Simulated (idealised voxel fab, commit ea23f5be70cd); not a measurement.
Process module under the name voxel spacer lines
The cross-section on display is named cut; it measures 250 nm wide, and its cells are 5 nm squares.
If you're reading a cross-section in this doc, picture square cells in a grid; it comes to you as bands, top ones listed first down to the bottom, and a band can be one or more rows of cells. Basically the band line says how high the top is and how high the bottom is, in nm, and then what's in it from left to right, every material with its width in nm. Empty space shows up as "empty", and if a single material carries "full width" it runs the full band edge to edge. Height is counted from the level 0, under which the received wafer is composed throughout of one material. The lowest of the bands is not closed at the bottom but continues downward, in the notation "0..down". The two numbers in a width such as "30->40" mark its ends across the band: the first belongs to the top row of cells, the second to the bottom row, and from each row to the next the width moves by the same amount. Step note "no alteration" = no cross-section cell changed. This entry, "Closed void entries", enumerates those empty regions of no fewer than 8 cells that possess no open connection to the top. Each region is reported in the form width x height at distance, the distance being taken from the left edge, with all three quantities expressed in nm. If you see something after the settings on a step's line, that's the simulator's own remark about that step. Each step line may optionally specify "overlay nm", which for a step with a mask gives the rightward distance between the mask's planned place and where it lay, a negative value indicating the leftward direction.
-- Here's what the planned process steps look like
- 1: RECEIVE (material Si)
- 2: CONFORMAL_DEP (material Al2O3; thk nm 10)
- 3: DIRECTIONAL_DEP (material W; thk nm 10)
- 4: DIRECTIONAL_DEP (material aC; thk nm 25)
- 5: PATTERN (tone cover; mask id MANDREL; material resist; width nm 15; pitch nm 60; thk nm 30; overlay nm 0)
- 6: DIRECTIONAL_ETCH (etch materials aC; depth nm 25)
- 7: STRIP (etch materials resist)
- 8: CONFORMAL_DEP (material SiO2; thk nm 15)
- 9: DIRECTIONAL_ETCH (etch materials SiO2; depth nm 15)
- 10: STRIP (etch materials aC)
- 11: DIRECTIONAL_ETCH (etch materials W; depth nm 10)
- 12: STRIP (etch materials SiO2)
- 13: FILL_DEP (material SiO2; thk nm 10)
- 14: CMP (height nm 20)
-- As-received state of the wafer in cross-section, equivalent to post-step 1
0..down: Si full width
Closed void entries: none
-- The following cross-section depicts the wafer upon conclusion of the module. Processing commenced from the starting condition illustrated above and adhered to the plan illustrated above, save for one mistake in execution
20..10: aC full width
10..0: Al2O3 full width
0..down: Si full width
Closed void entries: none
Processing error: it was found that steps 3 and 4 of the process plan had been performed in exchanged positions
